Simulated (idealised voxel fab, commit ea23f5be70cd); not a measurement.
Name of the process module below: voxel transistor to metal
Cross-section cut: width 200 nm, square cells of 5 nm.
Square cells in a grid make up a cross-section in this document, and the grid is given as bands, listed from the top down, each one or more rows of cells.
Heads up on the band format: heights come first, top then bottom, in nm. After that it's the materials left to right, each with its width in nm. A single material flagged "edge to edge" fills the whole band edge to edge, and "empty" means there's empty space there.
Heights are measured from 0, the level below which the as-received wafer is all one material; the lowest band has no bottom and continues downward, written as in "0 nm and below".
It should be noted that a width expressed as "30..40" varies in equal increments from row to row of cells within the band, taking the value of the first number at the top row and that of the second number at the bottom row.
The cross-section has no changed cell in any step marked "nothing changed".
Basically, "closed voids" tells you about the enclosed voids: empty spaces with no open way to the top, 8 cells or bigger, each written width x height at distance, where distance is from the left edge, all in nm.
Text after the settings on a step's line: the simulator's own remark on that step.
overlay nm, on a step with a mask: how far to the right of its planned place the mask lay; to the left if negative
-- The process steps that were planned are listed below
- 1: RECEIVE,material Si
- 2: OXIDIZE,depth nm 5
- 3: CONFORMAL_DEP,material SiN,thk nm 15
- 4: MASKED_ETCH,tone cover,mask id ACTIVE,width nm 105,etch materials SiN,depth nm 15,overlay nm 0
- 5: MASKED_ETCH,tone cover,mask id ACTIVE,width nm 105,etch materials SiO2,depth nm 5,overlay nm 0
- 6: MASKED_ETCH,tone cover,mask id ACTIVE,width nm 105,etch materials Si,depth nm 25,overlay nm 0
- 7: FILL_DEP,material SiO2,thk nm 5
- 8: CMP,height nm 15
- 9: SELECTIVE_ETCH,etch materials SiO2,depth nm 15
- 10: STRIP,etch materials SiN
- 11: SELECTIVE_ETCH,etch materials SiO2,depth nm 5
- 12: OXIDIZE,depth nm 5
- 13: DIRECTIONAL_DEP,material polySi,thk nm 20
- 14: DIRECTIONAL_DEP,material SiCN,thk nm 15
- 15: PATTERN,tone cover,mask id GATE,material resist,width nm 25,thk nm 15,overlay nm 0
- 16: DIRECTIONAL_ETCH,etch materials SiCN,depth nm 25
- 17: DIRECTIONAL_ETCH,etch materials polySi,depth nm 30
- 18: STRIP,etch materials resist
- 19: CONFORMAL_DEP,material SiN,thk nm 10
- 20: DIRECTIONAL_ETCH,etch materials SiN,depth nm 10
- 21: DIRECTIONAL_ETCH,etch materials SiO2,depth nm 5
- 22: DIRECTIONAL_ETCH,etch materials Si,depth nm 5
- 23: EPI,material pSi,thk nm 5
- 24: FILL_DEP,material SiO2,thk nm 5
- 25: CMP,height nm 15
- 26: STRIP,etch materials polySi
- 27: SELECTIVE_ETCH,etch materials SiO2,depth nm 5
- 28: CONFORMAL_DEP,material HfO2,thk nm 5
- 29: CONFORMAL_DEP,material TiN,thk nm 5
- 30: FILL_DEP,material W,thk nm 10
- 31: CMP,height nm 10
- 32: DIRECTIONAL_DEP,material SiO2,thk nm 15
- 33: MASKED_ETCH,tone open,mask id CONTACT,width nm 15,pitch nm 80,etch materials SiO2,depth nm 35,overlay nm 0
- 34: CONFORMAL_DEP,material TiN,thk nm 5
- 35: FILL_DEP,material W,thk nm 10
- 36: CMP,height nm 25
- 37: CONFORMAL_DEP,material SiN,thk nm 5
- 38: DIRECTIONAL_DEP,material lowk,thk nm 25
- 39: DIRECTIONAL_DEP,material aC,thk nm 10
- 40: PATTERN,tone open,mask id METAL_1,material resist,width nm 15,pitch nm 80,thk nm 30,overlay nm 0
- 41: DIRECTIONAL_ETCH,etch materials aC,depth nm 10
- 42: STRIP,etch materials resist
- 43: DIRECTIONAL_ETCH,etch materials lowk,depth nm 25
- 44: DIRECTIONAL_ETCH,etch materials SiN,depth nm 5
- 45: STRIP,etch materials aC
- 46: CONFORMAL_DEP,material TiN,thk nm 5
- 47: FILL_DEP,material Ru,thk nm 5
- 48: CMP,height nm 55
- 49: CONFORMAL_DEP,material SiN,thk nm 5
-- Wafer as received: cross-section following step 1
0 nm and below | Si edge to edge
closed voids: none
-- Cross-section taken at module completion on the first of two wafers; processed per the plan
60 nm to 55 nm | SiN edge to edge
55 nm to 30 nm | 50 of lowk, 5 of TiN, 5 of Ru, 5 of TiN, 65 of lowk, 5 of TiN, 5 of Ru, 5 of TiN, 55 of lowk
30 nm to 25 nm | 50 of SiN, 15 of TiN, 65 of SiN, 15 of TiN, 55 of SiN
25 nm to 10 nm | 50 of SiO2, 5 of TiN, 5 of W, 5 of TiN, 65 of SiO2, 5 of TiN, 5 of W, 5 of TiN, 55 of SiO2
10 nm to 0 nm | 50 of SiO2, 5 of TiN, 5 of W, 5 of TiN, 10 of SiO2, 10 of SiN, 5 of HfO2, 5 of TiN, 5 of W, 5 of TiN, 5 of HfO2, 10 of SiN, 10 of SiO2, 5 of TiN, 5 of W, 5 of TiN, 55 of SiO2
0 nm to -5 nm | 50 of SiO2, 5 of TiN, 5 of W, 5 of TiN, 10 of SiO2, 10 of SiN, 5 of HfO2, 15 of TiN, 5 of HfO2, 10 of SiN, 10 of SiO2, 5 of TiN, 5 of W, 5 of TiN, 55 of SiO2
-5 nm to -10 nm | 50 of SiO2, 15 of TiN, 5 of SiO2, 5 of pSi, 5 of SiO2, 35 of HfO2, 5 of SiO2, 5 of pSi, 5 of SiO2, 15 of TiN, 55 of SiO2
-10 nm to -15 nm | 45 of SiO2, 30 of pSi, 45 of Si, 30 of pSi, 50 of SiO2
-15 nm to -30 nm | 45 of SiO2, 105 of Si, 50 of SiO2
-30 nm and below | Si edge to edge
closed voids: none
-- Wafer two cross-section, module end. Start and plan unchanged from wafer one; one mistake made during the run
60 nm to 55 nm | SiN edge to edge
55 nm to 30 nm | 50 of lowk, 5 of TiN, 5 of Ru, 5 of TiN, 65 of lowk, 5 of TiN, 5 of Ru, 5 of TiN, 55 of lowk
30 nm to 25 nm | 50 of SiN, 15 of TiN, 65 of SiN, 15 of TiN, 55 of SiN
25 nm to 10 nm | 50 of SiO2, 5 of TiN, 5 of W, 5 of TiN, 65 of SiO2, 5 of TiN, 5 of W, 5 of TiN, 55 of SiO2
10 nm to 0 nm | 50 of SiO2, 5 of TiN, 5 of W, 5 of TiN, 10 of SiO2, 10 of SiN, 5 of TiN, 5 of HfO2, 5 of W, 5 of HfO2, 5 of TiN, 10 of SiN, 10 of SiO2, 5 of TiN, 5 of W, 5 of TiN, 55 of SiO2
0 nm to -5 nm | 50 of SiO2, 5 of TiN, 5 of W, 5 of TiN, 10 of SiO2, 10 of SiN, 5 of TiN, 15 of HfO2, 5 of TiN, 10 of SiN, 10 of SiO2, 5 of TiN, 5 of W, 5 of TiN, 55 of SiO2
-5 nm to -10 nm | 50 of SiO2, 15 of TiN, 5 of SiO2, 5 of pSi, 5 of SiO2, 35 of TiN, 5 of SiO2, 5 of pSi, 5 of SiO2, 15 of TiN, 55 of SiO2
-10 nm to -15 nm | 45 of SiO2, 30 of pSi, 45 of Si, 30 of pSi, 50 of SiO2
-15 nm to -30 nm | 45 of SiO2, 105 of Si, 50 of SiO2
-30 nm and below | Si edge to edge
closed voids: none
Where did the run depart from the plan? mixed up steps 28 and 29 - ran each in the other's place
Per the end-of-run cell counts, the second wafer holds more or fewer of some materials than the first: HfO2: 6 fewer, TiN: 6 more
